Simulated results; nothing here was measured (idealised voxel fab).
Presented below is a process module, voxel fin reveal.
This is section cut - it's 165 nm across, gridded in 5 nm square cells.
A cross-section is a grid of square cells, given in bands from the top down. A band is one or more rows of cells. Each band's line starts with the height of the band's top and of its bottom, in nm. Then come its materials from left to right, each with its width in nm. One material with "edge to edge" fills the band from edge to edge. "empty" is empty space. Heads up on the height convention: 0 is the point under which the incoming wafer is all one material, and the lowest band has no bottom, it just keeps going down, like "0 -> down". The notation "30 to 40" denotes a width that varies across the rows of cells in the band, beginning at the first number in the top row, finishing at the second number in the bottom row, and changing by an identical amount from each row to the next. Where the words "nothing changed" appear for a step, the cross-section shows no cell changed by that step; every cell remained as before. "Closed cavity list": sealed empty spaces, 8 cells or more, no open way to top, listed width x height at distance, with distance from the left edge and width, height and distance in nm. Post-settings text on a step line: simulator's own remark regarding the step. A step's line can hold "overlay nm"; with a mask on that step, the setting says how far right of the planned place the mask lay, while a negative setting says it lay to the left.

# plan
1) RECEIVE with material Si
2) CONFORMAL_DEP with material SiN, thk nm 5
3) MASKED_ETCH with tone cover, mask id FINS, width nm 15, pitch nm 40, etch materials SiN, depth nm 5, overlay nm 0
4) MASKED_ETCH with tone cover, mask id FINS, width nm 15, pitch nm 40, etch materials Si, depth nm 40, overlay nm 0
5) OXIDIZE with depth nm 5
6) FILL_DEP with material SiO2, thk nm 10
7) CMP with height nm 5
8) SELECTIVE_ETCH with etch materials SiO2, depth nm 25
9) STRIP with etch materials SiN
10) CONFORMAL_DEP with material SiO2, thk nm 5

# Concerning the first of two wafers, which was run in accordance with the plan

# Here's what the wafer looked like in cross-section when it arrived - that's after step 1
    0 -> down: Si edge to edge
    Closed cavity list: none

# Cross-section: wafer state after step 2
    5 -> 0: SiN edge to edge
    Under 0: no change, same as before.

# Cross-section: wafer state after step 3
    5 -> 0: empty: 55, SiN: 15, empty: 25, SiN: 15, empty: 55
    Under 0: no change, same as before.

# Cross-section: wafer state after step 4
    5 -> 0: empty: 55, SiN: 15, empty: 25, SiN: 15, empty: 55
    0 -> -40: empty: 55, Si: 15, empty: 25, Si: 15, empty: 55
    Under -40: no change, same as before.

# Cross-section: wafer state after step 5
    5 -> 0: empty: 55, SiN: 15, empty: 25, SiN: 15, empty: 55
    0 -> -40: empty: 55, SiO2: 5, Si: 5, SiO2: 5, empty: 25, SiO2: 5, Si: 5, SiO2: 5, empty: 55
    -40 -> -45: SiO2: 60, Si: 5, SiO2: 35, Si: 5, SiO2: 60
    Under -45: no change, same as before.

# Cross-section: wafer state after step 6
    15 -> 5: SiO2 edge to edge
    5 -> 0: SiO2: 55, SiN: 15, SiO2: 25, SiN: 15, SiO2: 55
    0 -> -45: SiO2: 60, Si: 5, SiO2: 35, Si: 5, SiO2: 60
    Under -45: no change, same as before.

# Cross-section: wafer state after step 7
    5 -> 0: SiO2: 55, SiN: 15, SiO2: 25, SiN: 15, SiO2: 55
    Under 0: no change, same as before.

# Cross-section: wafer state after step 8
    5 -> 0: empty: 55, SiN: 15, empty: 25, SiN: 15, empty: 55
    0 -> -20: empty: 60, Si: 5, empty: 35, Si: 5, empty: 60
    Under -20: no change, same as before.

# Cross-section: wafer state after step 9
    0 -> -20: empty: 60, Si: 5, empty: 35, Si: 5, empty: 60
    Under -20: no change, same as before.

# Cross-section: wafer state after step 10
    5 -> 0: empty: 55, SiO2: 15, empty: 25, SiO2: 15, empty: 55
    0 -> -15: empty: 55, SiO2: 5, Si: 5, SiO2: 5, empty: 25, SiO2: 5, Si: 5, SiO2: 5, empty: 55
    -15 -> -45: SiO2: 60, Si: 5, SiO2: 35, Si: 5, SiO2: 60
    Under -45: no change, same as before.

# Wafer two. Same start, same plan, one slip in execution. Same as wafer one through step 7, inclusive

# Second wafer at the planned finish of step 8, seen in cross-section
    5 -> 0: SiO2: 55, empty: 15, SiO2: 25, empty: 15, SiO2: 55
    Under 0: no change, same as before.

# Second wafer at the planned finish of step 9, seen in cross-section
    0 -> -20: empty: 60, Si: 5, empty: 35, Si: 5, empty: 60
    -20 -> -25: SiO2: 30, empty: 30, Si: 5, empty: 35, Si: 5, empty: 30, SiO2: 30
    Under -25: no change, same as before.

# Second wafer at the planned finish of step 10, seen in cross-section
    5 -> 0: empty: 55, SiO2: 15, empty: 25, SiO2: 15, empty: 55
    0 -> -15: empty: 55, SiO2: 5, Si: 5, SiO2: 5, empty: 25, SiO2: 5, Si: 5, SiO2: 5, empty: 55
    -15 -> -20: SiO2: 35, empty: 20, SiO2: 5, Si: 5, SiO2: 5, empty: 25, SiO2: 5, Si: 5, SiO2: 5, empty: 20, SiO2: 35
    -20 -> -45: SiO2: 60, Si: 5, SiO2: 35, Si: 5, SiO2: 60
    Under -45: no change, same as before.
It is concluded that the wafer was processed incorrectly with respect to the plan, in that steps 8 and 9 swapped
Heads up, by the end the second wafer has more or fewer cells of some materials compared to the first: SiO2 -13
